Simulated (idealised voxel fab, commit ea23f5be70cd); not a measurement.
The process module presented herein is designated voxel air gaps.
Cross-section cut spans 210 nm and uses square cells 5 nm in size.
When this document writes out a cross-section, it uses a grid of square cells and lists it as bands, beginning at the top and moving down, with a band standing for one or more rows of cells.
Top height, bottom height, nm. Materials left to right, width each, nm. Single material + "everywhere" = fills band edge to edge. "air" = empty.
Below 0: as-received wafer, all one material; heights counted from there. Lowest band: no bottom, goes on down, written "from 0 down".
The two numbers in a width such as "30->40" mark its ends across the band: the first belongs to the top row of cells, the second to the bottom row, and from each row to the next the width moves by the same amount.
Step marked "no change"? Then no cell in the cross-section changed in it.
The entry titled "Sealed void listing" provides the empty spaces that have no open way to the top, restricted to those of 8 cells or more. Each is presented as width x height at distance, the distance being measured from the left edge, with all three in nm.
Where a step's line continues beyond its settings, the continuation is a remark by the simulator itself on that step.
Among the settings permitted on a step's line is "overlay nm"; applied to a step with a mask, it specifies the extent to which the mask lay to the right of its planned position, whereas a negative figure signifies a position to the left.

[Process steps foreseen in the plan]
1,RECEIVE (material Si)
2,CONFORMAL_DEP (material SiO2; thk nm 15)
3,CONFORMAL_DEP (material SiCN; thk nm 5)
4,DIRECTIONAL_DEP (material lowk; thk nm 40)
5,PATTERN (tone open; mask id LINES; material resist; width nm 20; pitch nm 45; thk nm 20; overlay nm 0)
6,DIRECTIONAL_ETCH (etch materials lowk; depth nm 40)
7,STRIP (etch materials resist)
8,CONFORMAL_DEP (material TiN; thk nm 5)
9,FILL_DEP (material W; thk nm 10)
10,CMP (height nm 60)
11,EPI (material Ru; thk nm 10)
12,SELECTIVE_ETCH (etch materials lowk; depth nm 50)
13,CONFORMAL_DEP (material SiCN; thk nm 5)

[First wafer out of two, processed as planned]

[Wafer as received: cross-section following step 1]
> from 0 down | Si everywhere
> Sealed void listing: none

[Sectional view: wafer, after step 2]
> from 15 to 0 | SiO2 everywhere
> Note: structure below 0 unchanged.

[Sectional view: wafer, after step 3]
> from 20 to 15 | SiCN everywhere
> Note: structure below 15 unchanged.

[Sectional view: wafer, after step 4]
> from 60 to 20 | lowk everywhere
> Note: structure below 20 unchanged.

[Sectional view: wafer, after step 5]
> from 80 to 60 | resist 50 nm / air 20 nm / resist 25 nm / air 20 nm / resist 25 nm / air 20 nm / resist 50 nm
> Note: structure below 60 unchanged.

[Sectional view: wafer, after step 6]
> from 80 to 60 | resist 50 nm / air 20 nm / resist 25 nm / air 20 nm / resist 25 nm / air 20 nm / resist 50 nm
> from 60 to 20 | lowk 50 nm / air 20 nm / lowk 25 nm / air 20 nm / lowk 25 nm / air 20 nm / lowk 50 nm
> Note: structure below 20 unchanged.

[Sectional view: wafer, after step 7]
> from 60 to 20 | lowk 50 nm / air 20 nm / lowk 25 nm / air 20 nm / lowk 25 nm / air 20 nm / lowk 50 nm
> Note: structure below 20 unchanged.

[Sectional view: wafer, after step 8]
> from 65 to 60 | TiN 55 nm / air 10 nm / TiN 35 nm / air 10 nm / TiN 35 nm / air 10 nm / TiN 55 nm
> from 60 to 25 | lowk 50 nm / TiN 5 nm / air 10 nm / TiN 5 nm / lowk 25 nm / TiN 5 nm / air 10 nm / TiN 5 nm / lowk 25 nm / TiN 5 nm / air 10 nm / TiN 5 nm / lowk 50 nm
> from 25 to 20 | lowk 50 nm / TiN 20 nm / lowk 25 nm / TiN 20 nm / lowk 25 nm / TiN 20 nm / lowk 50 nm
> Note: structure below 20 unchanged.

[Sectional view: wafer, after step 9]
> from 75 to 65 | W everywhere
> from 65 to 60 | TiN 55 nm / W 10 nm / TiN 35 nm / W 10 nm / TiN 35 nm / W 10 nm / TiN 55 nm
> from 60 to 25 | lowk 50 nm / TiN 5 nm / W 10 nm / TiN 5 nm / lowk 25 nm / TiN 5 nm / W 10 nm / TiN 5 nm / lowk 25 nm / TiN 5 nm / W 10 nm / TiN 5 nm / lowk 50 nm
> Note: structure below 25 unchanged.

[Sectional view: wafer, after step 10]
> from 60 to 25 | lowk 50 nm / TiN 5 nm / W 10 nm / TiN 5 nm / lowk 25 nm / TiN 5 nm / W 10 nm / TiN 5 nm / lowk 25 nm / TiN 5 nm / W 10 nm / TiN 5 nm / lowk 50 nm
> Note: structure below 25 unchanged.

[Sectional view: wafer, after step 11]
> from 70 to 60 | air 40 nm / Ru 40 nm / air 5 nm / Ru 40 nm / air 5 nm / Ru 40 nm / air 40 nm
> Note: structure below 60 unchanged.

[Sectional view: wafer, after step 12]
> from 70 to 60 | air 40 nm / Ru 40 nm / air 5 nm / Ru 40 nm / air 5 nm / Ru 40 nm / air 40 nm
> from 60 to 25 | air 50 nm / TiN 5 nm / W 10 nm / TiN 5 nm / air 25 nm / TiN 5 nm / W 10 nm / TiN 5 nm / air 25 nm / TiN 5 nm / W 10 nm / TiN 5 nm / air 50 nm
> from 25 to 20 | air 50 nm / TiN 20 nm / air 25 nm / TiN 20 nm / air 25 nm / TiN 20 nm / air 50 nm
> Note: structure below 20 unchanged.

[Sectional view: wafer, after step 13]
> from 75 to 70 | air 35 nm / SiCN 140 nm / air 35 nm
> from 70 to 60 | air 35 nm / SiCN 5 nm / Ru 40 nm / SiCN 5 nm / Ru 40 nm / SiCN 5 nm / Ru 40 nm / SiCN 5 nm / air 35 nm
> from 60 to 55 | air 35 nm / SiCN 15 nm / TiN 5 nm / W 10 nm / TiN 5 nm / SiCN 25 nm / TiN 5 nm / W 10 nm / TiN 5 nm / SiCN 25 nm / TiN 5 nm / W 10 nm / TiN 5 nm / SiCN 15 nm / air 35 nm
> from 55 to 25 | air 45 nm / SiCN 5 nm / TiN 5 nm / W 10 nm / TiN 5 nm / SiCN 5 nm / air 15 nm / SiCN 5 nm / TiN 5 nm / W 10 nm / TiN 5 nm / SiCN 5 nm / air 15 nm / SiCN 5 nm / TiN 5 nm / W 10 nm / TiN 5 nm / SiCN 5 nm / air 45 nm
> from 25 to 20 | SiCN 50 nm / TiN 20 nm / SiCN 25 nm / TiN 20 nm / SiCN 25 nm / TiN 20 nm / SiCN 50 nm
> Note: structure below 20 unchanged.
> Sealed void listing: 15 x 30 at 75; 15 x 30 at 120

[The second wafer was prepared from the same starting point and under the same plan as the first; its processing contained one mistake, and it remains indistinguishable from the first wafer up to and including step 2]

Cross-section of the second wafer at the time step 3 of the plan should have ended: no change

[Cross-section of the second wafer at the time step 4 of the plan should have ended]
> from 55 to 15 | lowk everywhere
> Note: structure below 15 unchanged.

[Cross-section of the second wafer at the time step 5 of the plan should have ended]
> from 75 to 55 | resist 50 nm / air 20 nm / resist 25 nm / air 20 nm / resist 25 nm / air 20 nm / resist 50 nm
> Note: structure below 55 unchanged.

[Cross-section of the second wafer at the time step 6 of the plan should have ended]
> from 75 to 55 | resist 50 nm / air 20 nm / resist 25 nm / air 20 nm / resist 25 nm / air 20 nm / resist 50 nm
> from 55 to 15 | lowk 50 nm / air 20 nm / lowk 25 nm / air 20 nm / lowk 25 nm / air 20 nm / lowk 50 nm
> Note: structure below 15 unchanged.

[Cross-section of the second wafer at the time step 7 of the plan should have ended]
> from 55 to 15 | lowk 50 nm / air 20 nm / lowk 25 nm / air 20 nm / lowk 25 nm / air 20 nm / lowk 50 nm
> Note: structure below 15 unchanged.

[Cross-section of the second wafer at the time step 8 of the plan should have ended]
> from 60 to 55 | TiN 55 nm / air 10 nm / TiN 35 nm / air 10 nm / TiN 35 nm / air 10 nm / TiN 55 nm
> from 55 to 20 | lowk 50 nm / TiN 5 nm / air 10 nm / TiN 5 nm / lowk 25 nm / TiN 5 nm / air 10 nm / TiN 5 nm / lowk 25 nm / TiN 5 nm / air 10 nm / TiN 5 nm / lowk 50 nm
> from 20 to 15 | lowk 50 nm / TiN 20 nm / lowk 25 nm / TiN 20 nm / lowk 25 nm / TiN 20 nm / lowk 50 nm
> Note: structure below 15 unchanged.

[Cross-section of the second wafer at the time step 9 of the plan should have ended]
> from 70 to 60 | W everywhere
> from 60 to 55 | TiN 55 nm / W 10 nm / TiN 35 nm / W 10 nm / TiN 35 nm / W 10 nm / TiN 55 nm
> from 55 to 20 | lowk 50 nm / TiN 5 nm / W 10 nm / TiN 5 nm / lowk 25 nm / TiN 5 nm / W 10 nm / TiN 5 nm / lowk 25 nm / TiN 5 nm / W 10 nm / TiN 5 nm / lowk 50 nm
> Note: structure below 20 unchanged.

[Cross-section of the second wafer at the time step 10 of the plan should have ended]
> from 60 to 55 | TiN 55 nm / W 10 nm / TiN 35 nm / W 10 nm / TiN 35 nm / W 10 nm / TiN 55 nm
> Note: structure below 55 unchanged.

[Cross-section of the second wafer at the time step 11 of the plan should have ended]
> from 70 to 60 | Ru everywhere
> Note: structure below 60 unchanged.

Cross-section of the second wafer at the time step 12 of the plan should have ended: no change

[Cross-section of the second wafer at the time step 13 of the plan should have ended]
> from 75 to 70 | SiCN everywhere
> Note: structure below 70 unchanged.
Here's what went sideways: step 3 of the plan never got run, it was skipped over
Materials where the second wafer ends with more or fewer cells than the first: +36 Ru | -118 SiCN | +36 TiN | +6 W | +240 lowk
Ultimately, the number of closed voids is 2 in the first wafer and 0 in the second wafer.
